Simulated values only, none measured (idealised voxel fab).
The name of this process module is voxel transistor to metal.
We display cut, a cross-section 295 nm in width whose square cells are each 5 nm.
Cross-section = grid of square cells, listed top down in bands; band = one or more rows.
Look at the band entry: it leads with the top's height and the bottom's height in nm. Then it lists the materials left to right, with a width in nm for each. The word "full width" on a single material says that material fills the band edge to edge. The word "blank" is empty space.
Heights are reckoned from 0. Under this level, the received wafer is all of one material. The bottommost band is open-ended downward, for example "0 -> down".
Graded width ("30..40"): value in top row of band = first number; value in bottom row = second number; row-to-row change constant.
Step note "everything unchanged" = no cross-section cell changed.
"Entrapped void list" contains a list of empty spaces, each no smaller than 8 cells and without an open way to the top, written in the form width x height at distance with the distance from the left edge and all three in nm.
Step line, after settings: the simulator's comment on this step.
Each step line may optionally specify "overlay nm", which for a step with a mask gives the rightward distance between the mask's planned place and where it lay, a negative value indicating the leftward direction.

-- Planned step list for the process
step 1: RECEIVE, material Si
step 2: OXIDIZE, depth nm 5
step 3: CONFORMAL_DEP, material SiN, thk nm 10
step 4: PATTERN, tone cover, mask id ACTIVE, material resist, width nm 110, pitch nm 130, thk nm 15, overlay nm 0
step 5: DIRECTIONAL_ETCH, etch materials SiN, depth nm 10
step 6: DIRECTIONAL_ETCH, etch materials SiO2, depth nm 5
step 7: DIRECTIONAL_ETCH, etch materials Si, depth nm 35
step 8: STRIP, etch materials resist
step 9: FILL_DEP, material SiO2, thk nm 5
step 10: CMP, height nm 10
step 11: SELECTIVE_ETCH, etch materials SiO2, depth nm 10
step 12: STRIP, etch materials SiN
step 13: SELECTIVE_ETCH, etch materials SiO2, depth nm 5
step 14: OXIDIZE, depth nm 5
step 15: DIRECTIONAL_DEP, material polySi, thk nm 25
step 16: DIRECTIONAL_DEP, material SiCN, thk nm 10
step 17: MASKED_ETCH, tone cover, mask id GATE, width nm 30, pitch nm 130, etch materials SiCN, depth nm 20, overlay nm 0
step 18: MASKED_ETCH, tone cover, mask id GATE, width nm 30, pitch nm 130, etch materials polySi, depth nm 35, overlay nm 0
step 19: CONFORMAL_DEP, material SiN, thk nm 5
step 20: DIRECTIONAL_ETCH, etch materials SiN, depth nm 5
step 21: DIRECTIONAL_ETCH, etch materials SiO2, depth nm 5
step 22: DIRECTIONAL_ETCH, etch materials Si, depth nm 15
step 23: EPI, material nSi, thk nm 15
step 24: FILL_DEP, material SiO2, thk nm 10
step 25: CMP, height nm 20
step 26: STRIP, etch materials polySi
step 27: SELECTIVE_ETCH, etch materials SiO2, depth nm 5
step 28: CONFORMAL_DEP, material HfO2, thk nm 5
step 29: CONFORMAL_DEP, material TiN, thk nm 5
step 30: FILL_DEP, material W, thk nm 5
step 31: CMP, height nm 15
step 32: DIRECTIONAL_DEP, material SiO2, thk nm 15
step 33: PATTERN, tone open, mask id CONTACT, material resist, width nm 15, thk nm 20, overlay nm 0
step 34: DIRECTIONAL_ETCH, etch materials SiO2, depth nm 40
step 35: STRIP, etch materials resist
step 36: CONFORMAL_DEP, material TiN, thk nm 5
step 37: FILL_DEP, material Ru, thk nm 10
step 38: CMP, height nm 30
step 39: DIRECTIONAL_DEP, material TiN, thk nm 5
step 40: DIRECTIONAL_DEP, material W, thk nm 15
step 41: PATTERN, tone cover, mask id METAL_1, material resist, width nm 15, thk nm 20, overlay nm 0
step 42: DIRECTIONAL_ETCH, etch materials W, depth nm 15
step 43: DIRECTIONAL_ETCH, etch materials TiN, depth nm 5
step 44: STRIP, etch materials resist
step 45: CONFORMAL_DEP, material SiCN, thk nm 5
step 46: FILL_DEP, material lowk, thk nm 10
step 47: CMP, height nm 50
step 48: CONFORMAL_DEP, material SiCN, thk nm 5

-- The cross-section here shows the wafer as received, i.e. in its state after step 1
	0 -> down: Si full width
	Entrapped void list: none

-- Module complete - cross-section of the first of two wafers, run according to plan
	55 -> 50: SiCN full width
	50 -> 35: lowk 30, then SiCN 5, then W 15, then SiCN 5, then lowk 50, then SiCN 5, then W 15, then SiCN 5, then lowk 30, then SiCN 5, then W 15, then SiCN 5, then lowk 50, then SiCN 5, then W 15, then SiCN 5, then lowk 35
	35 -> 30: SiCN 35, then TiN 15, then SiCN 60, then TiN 15, then SiCN 40, then TiN 15, then SiCN 60, then TiN 15, then SiCN 40
	30 -> 15: SiO2 35, then TiN 5, then Ru 5, then TiN 5, then SiO2 60, then TiN 5, then Ru 5, then TiN 5, then SiO2 40, then TiN 5, then Ru 5, then TiN 5, then SiO2 60, then TiN 5, then Ru 5, then TiN 5, then SiO2 40
	15 -> 10: SiO2 35, then TiN 5, then Ru 5, then TiN 5, then SiO2 10, then SiN 5, then HfO2 5, then TiN 5, then W 10, then TiN 5, then HfO2 5, then SiN 5, then SiO2 10, then TiN 5, then Ru 5, then TiN 5, then SiO2 40, then TiN 5, then Ru 5, then TiN 5, then SiO2 10, then SiN 5, then HfO2 5, then TiN 5, then W 10, then TiN 5, then HfO2 5, then SiN 5, then SiO2 10, then TiN 5, then Ru 5, then TiN 5, then SiO2 40
	10 -> 5: SiO2 35, then TiN 15, then SiO2 10, then SiN 5, then HfO2 5, then TiN 5, then W 10, then TiN 5, then HfO2 5, then SiN 5, then SiO2 10, then TiN 15, then SiO2 40, then TiN 15, then SiO2 10, then SiN 5, then HfO2 5, then TiN 5, then W 10, then TiN 5, then HfO2 5, then SiN 5, then SiO2 10, then TiN 15, then SiO2 40
	5 -> 0: SiO2 35, then TiN 10, then nSi 15, then SiN 5, then HfO2 5, then TiN 5, then W 10, then TiN 5, then HfO2 5, then SiN 5, then nSi 15, then TiN 10, then SiO2 40, then TiN 10, then nSi 15, then SiN 5, then HfO2 5, then TiN 5, then W 10, then TiN 5, then HfO2 5, then SiN 5, then nSi 15, then TiN 10, then SiO2 40
	0 -> -5: SiO2 35, then TiN 10, then nSi 15, then SiN 5, then HfO2 5, then TiN 20, then HfO2 5, then SiN 5, then nSi 15, then TiN 10, then SiO2 40, then TiN 10, then nSi 15, then SiN 5, then HfO2 5, then TiN 20, then HfO2 5, then SiN 5, then nSi 15, then TiN 10, then SiO2 40
	-5 -> -10: SiO2 35, then TiN 10, then nSi 15, then HfO2 40, then nSi 15, then TiN 10, then SiO2 40, then TiN 10, then nSi 15, then HfO2 40, then nSi 15, then TiN 10, then SiO2 40
	-10 -> -25: SiO2 25, then nSi 35, then Si 40, then nSi 35, then SiO2 20, then nSi 35, then Si 40, then nSi 35, then SiO2 30
	-25 -> -40: SiO2 25, then Si 110, then SiO2 20, then Si 110, then SiO2 30
	-40 -> down: Si full width
	Entrapped void list: none

-- This cross-section belongs to the second wafer of two at the end of the module; the start and the plan were shared with the first, and the run included one mistake
	55 -> 50: SiCN full width
	50 -> 35: lowk 35, then SiCN 5, then W 15, then SiCN 5, then lowk 50, then SiCN 5, then W 15, then SiCN 5, then lowk 30, then SiCN 5, then W 15, then SiCN 5, then lowk 50, then SiCN 5, then W 15, then SiCN 5, then lowk 30
	35 -> 30: SiCN 40, then TiN 15, then SiCN 60, then TiN 15, then SiCN 40, then TiN 15, then SiCN 60, then TiN 15, then SiCN 35
	30 -> 15: SiO2 35, then TiN 5, then Ru 5, then TiN 5, then SiO2 60, then TiN 5, then Ru 5, then TiN 5, then SiO2 40, then TiN 5, then Ru 5, then TiN 5, then SiO2 60, then TiN 5, then Ru 5, then TiN 5, then SiO2 40
	15 -> 10: SiO2 35, then TiN 5, then Ru 5, then TiN 5, then SiO2 10, then SiN 5, then HfO2 5, then TiN 5, then W 10, then TiN 5, then HfO2 5, then SiN 5, then SiO2 10, then TiN 5, then Ru 5, then TiN 5, then SiO2 40, then TiN 5, then Ru 5, then TiN 5, then SiO2 10, then SiN 5, then HfO2 5, then TiN 5, then W 10, then TiN 5, then HfO2 5, then SiN 5, then SiO2 10, then TiN 5, then Ru 5, then TiN 5, then SiO2 40
	10 -> 5: SiO2 35, then TiN 15, then SiO2 10, then SiN 5, then HfO2 5, then TiN 5, then W 10, then TiN 5, then HfO2 5, then SiN 5, then SiO2 10, then TiN 15, then SiO2 40, then TiN 15, then SiO2 10, then SiN 5, then HfO2 5, then TiN 5, then W 10, then TiN 5, then HfO2 5, then SiN 5, then SiO2 10, then TiN 15, then SiO2 40
	5 -> 0: SiO2 35, then TiN 10, then nSi 15, then SiN 5, then HfO2 5, then TiN 5, then W 10, then TiN 5, then HfO2 5, then SiN 5, then nSi 15, then TiN 10, then SiO2 40, then TiN 10, then nSi 15, then SiN 5, then HfO2 5, then TiN 5, then W 10, then TiN 5, then HfO2 5, then SiN 5, then nSi 15, then TiN 10, then SiO2 40
	0 -> -5: SiO2 35, then TiN 10, then nSi 15, then SiN 5, then HfO2 5, then TiN 20, then HfO2 5, then SiN 5, then nSi 15, then TiN 10, then SiO2 40, then TiN 10, then nSi 15, then SiN 5, then HfO2 5, then TiN 20, then HfO2 5, then SiN 5, then nSi 15, then TiN 10, then SiO2 40
	-5 -> -10: SiO2 35, then TiN 10, then nSi 15, then HfO2 40, then nSi 15, then TiN 10, then SiO2 40, then TiN 10, then nSi 15, then HfO2 40, then nSi 15, then TiN 10, then SiO2 40
	-10 -> -25: SiO2 25, then nSi 35, then Si 40, then nSi 35, then SiO2 20, then nSi 35, then Si 40, then nSi 35, then SiO2 30
	-25 -> -40: SiO2 25, then Si 110, then SiO2 20, then Si 110, then SiO2 30
	-40 -> down: Si full width
	Entrapped void list: none
Short version of what went wrong: off-plan run, step 41, actual operation and settings PATTERN, tone cover, mask id METAL_1, material resist, width nm 15, thk nm 20, overlay nm 5
By the end, you'd get the same cell count for each material on either wafer, but the second wafer puts them somewhere else.
